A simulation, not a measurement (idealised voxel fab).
This section sets out a process module, namely voxel released beams.
The figure presents cross-section cut, which has a width of 270 nm and is divided into square cells with an edge length of 5 nm.
We lay out every cross-section as a grid of square cells and spell it out in bands from the top down, where one band means one or more rows of cells. Heads up on the band format: heights come first, top then bottom, in nm. After that it's the materials left to right, each with its width in nm. A single material flagged "edge to edge" fills the whole band edge to edge, and "air" means there's empty space there. Height reference: 0 = level under which incoming wafer is all one material. Lowest band: no bottom, runs on downward, e.g. "0 and below". Per-row width for "30..40": begins at first number (top row of band), ends at second number (bottom row), increment between rows held constant. "same as before" (step): cross-section cells unchanged, all of them. "Sealed cavities" means: voids of 8 cells or more that are shut off from the top with no open way through. Written width x height at distance, distance from the left edge, in nm. after a step's settings: what the simulator itself notes on the step. On any step carrying a mask, the "overlay nm" setting, if present on the step's line, tells how far right of its planned place the mask lay; negative values point to the left.
Steps planned for the process
step 1: op RECEIVE | material Si
step 2: op CONFORMAL_DEP | material SiN | thk nm 10
step 3: op DIRECTIONAL_DEP | material SiO2 | thk nm 20
step 4: op MASKED_ETCH | tone open | mask id ANCHOR | width nm 30 | etch materials SiO2 | depth nm 20 | overlay nm 0
step 5: op CONFORMAL_DEP | material polySi | thk nm 10
step 6: op DIRECTIONAL_DEP | material aC | thk nm 10
step 7: op PATTERN | tone cover | mask id BEAM | material resist | width nm 90 | thk nm 25 | overlay nm 0
step 8: op DIRECTIONAL_ETCH | etch materials aC | depth nm 10
step 9: op STRIP | etch materials resist
step 10: op DIRECTIONAL_ETCH | etch materials polySi | depth nm 10
step 11: op STRIP | etch materials aC
step 12: op STRIP | etch materials SiO2
Cross-section of the wafer as it came to us, i.e., already through step 1
- 0 and below: Si edge to edge
- Sealed cavities: none
Cross-sectional view of the first of the two wafers upon completion of the module, processed in accordance with the plan
- 40 down to 30: 85 nm air, then 15 nm polySi, then 10 nm air, then 65 nm polySi, then 95 nm air
- 30 down to 20: 90 nm air, then 10 nm polySi, then 10 nm air, then 10 nm polySi, then 150 nm air
- 20 down to 10: 90 nm air, then 30 nm polySi, then 150 nm air
- 10 down to 0: SiN edge to edge
- 0 and below: Si edge to edge
- Sealed cavities: none
So this is wafer number two of the two, cut at the end of the module - it started where the first did and had the same plan, we just got one thing wrong running it
- 40 down to 30: 85 nm air, then 90 nm polySi, then 95 nm air
- 30 down to 10: polySi edge to edge
- 10 down to 0: SiN edge to edge
- 0 and below: Si edge to edge
- Sealed cavities: none
Where did the run depart from the plan? the process deviated at step 3: the operation and settings actually run there were op DIRECTIONAL_DEP | material polySi | thk nm 20
Wrapping up, a cell-based count of both wafers puts the second over or under the first for these materials: 200 more of polySi
